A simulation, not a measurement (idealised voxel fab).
The process module presented herein is designated voxel local oxidation.
The figure presents cross-section cut, which has a width of 155 nm and is divided into square cells with an edge length of 5 nm.
This document writes a cross-section as a grid whose cells are square, and gives it as bands, listed from the top down; one or more rows of cells form a band.
Quick guide to a band line: top height, bottom height (nm) up front; then every material left to right with its width in nm. Only one material and it's marked "throughout"? Then it fills the band edge to edge. And "air" just means empty space.
Height is counted from the level 0, under which the received wafer is composed throughout of one material. The lowest of the bands is not closed at the bottom but continues downward, in the notation "z 0 and below".
The two numbers in a width such as "30 to 40" mark its ends across the band: the first belongs to the top row of cells, the second to the bottom row, and from each row to the next the width moves by the same amount.
"no change occurred" for a step: no cell of the cross-section changed in that step.
"Sealed cavities" specifies each empty space that is not open to the top and that occupies no fewer than 8 cells, using the form width x height at distance, the distance measured from the left edge and all three quantities in nm.
Whatever follows a step's settings on its line is a remark the simulator itself makes about that step.
Steps that use a mask can have "overlay nm" on their line. It says how far the mask sat to the right of where it was meant to be. Negative means to the left.
# Process steps foreseen in the plan
step 1: RECEIVE: material Si
step 2: CONFORMAL_DEP: material SiO2, thk nm 5
step 3: CONFORMAL_DEP: material SiN, thk nm 10
step 4: DIRECTIONAL_DEP: material aC, thk nm 15
step 5: PATTERN: tone cover, mask id ACTIVE, material resist, width nm 90, thk nm 35, overlay nm 0
step 6: DIRECTIONAL_ETCH: etch materials aC, depth nm 15
step 7: STRIP: etch materials resist
step 8: DIRECTIONAL_ETCH: etch materials SiN, depth nm 10
step 9: STRIP: etch materials aC
step 10: SELECTIVE_ETCH: etch materials SiO2, depth nm 5
step 11: OXIDIZE: depth nm 10
step 12: STRIP: etch materials SiN
# Wafer cross-section on receipt, i.e. after step 1
	z 0 and below | Si throughout
	Sealed cavities: none
# Here's the wafer cut in cross-section after the module, started and planned just like above, except one thing was done wrong in the run
	z 25 to 15 | SiO2 throughout
	z 15 to 5 | SiN throughout
	z 5 to 0 | SiO2 throughout
	z 0 and below | Si throughout
	Sealed cavities: none
Error vs. plan: step 4 deviated from plan and actually ran as DIRECTIONAL_DEP: material SiO2, thk nm 15
